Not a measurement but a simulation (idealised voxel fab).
The document below concerns the process module designated voxel released beams.
The width of the displayed cross-section, cut, is 145 nm; its cells are square, with a size of 5 nm.
Cross-sections here: square-cell grids, written as top-down lists of bands, a band being one or more rows of cells. The band entry comprises the height of the band's top followed by the height of its bottom, expressed in nm, and subsequently the band's materials from left to right, each stated together with its width in nm. Where a single material is marked with the word "everywhere", that material fills the band from edge to edge. The word "blank" represents empty space. Height is counted from the level 0, under which the received wafer is composed throughout of one material. The lowest of the bands is not closed at the bottom but continues downward, in the notation "0 nm and below". Per-row width for "30..40": begins at first number (top row of band), ends at second number (bottom row), increment between rows held constant. Given "changes: none" for a step, no cell of the cross-section differs between before and after that step. Empty spaces without an open route to the top, at least 8 cells in extent, make up the entry "Closed voids list"; each is given as width x height at distance, where the distance is measured from the left edge, and all are in nm. It should be noted that, on the line of a given step, the content following the step's settings is a remark produced by the simulator itself with respect to that step. "overlay nm", when on a step's line for a step with a mask, measures how far to the right of its planned place the mask lay; a negative measure means to the left.

## Below is the list of planned process steps
| 1 | RECEIVE (material Si) |
| 2 | CONFORMAL_DEP (material Al2O3; thk nm 5) |
| 3 | DIRECTIONAL_DEP (material SiO2; thk nm 20) |
| 4 | MASKED_ETCH (tone open; mask id ANCHOR; width nm 45; etch materials SiO2; depth nm 20; overlay nm 0) |
| 5 | CONFORMAL_DEP (material polySi; thk nm 15) |
| 6 | MASKED_ETCH (tone cover; mask id BEAM; width nm 90; etch materials polySi; depth nm 15; overlay nm 0) |
| 7 | STRIP (etch materials SiO2) |

## Wafer cross-section on receipt, i.e. after step 1
0 nm and below: Si everywhere
Closed voids list: none

## The plan above was carried out on the starting structure above with one mistake, and this cross-section shows the wafer at the end of the module
40 nm to 25 nm: blank: 25  polySi: 90  blank: 30
25 nm to 20 nm: Al2O3 everywhere
20 nm to 0 nm: SiO2 everywhere
0 nm and below: Si everywhere
Closed voids list: none
So what did we get wrong on this run? the run placed steps 2 and 3 each in the position the plan gave to the other
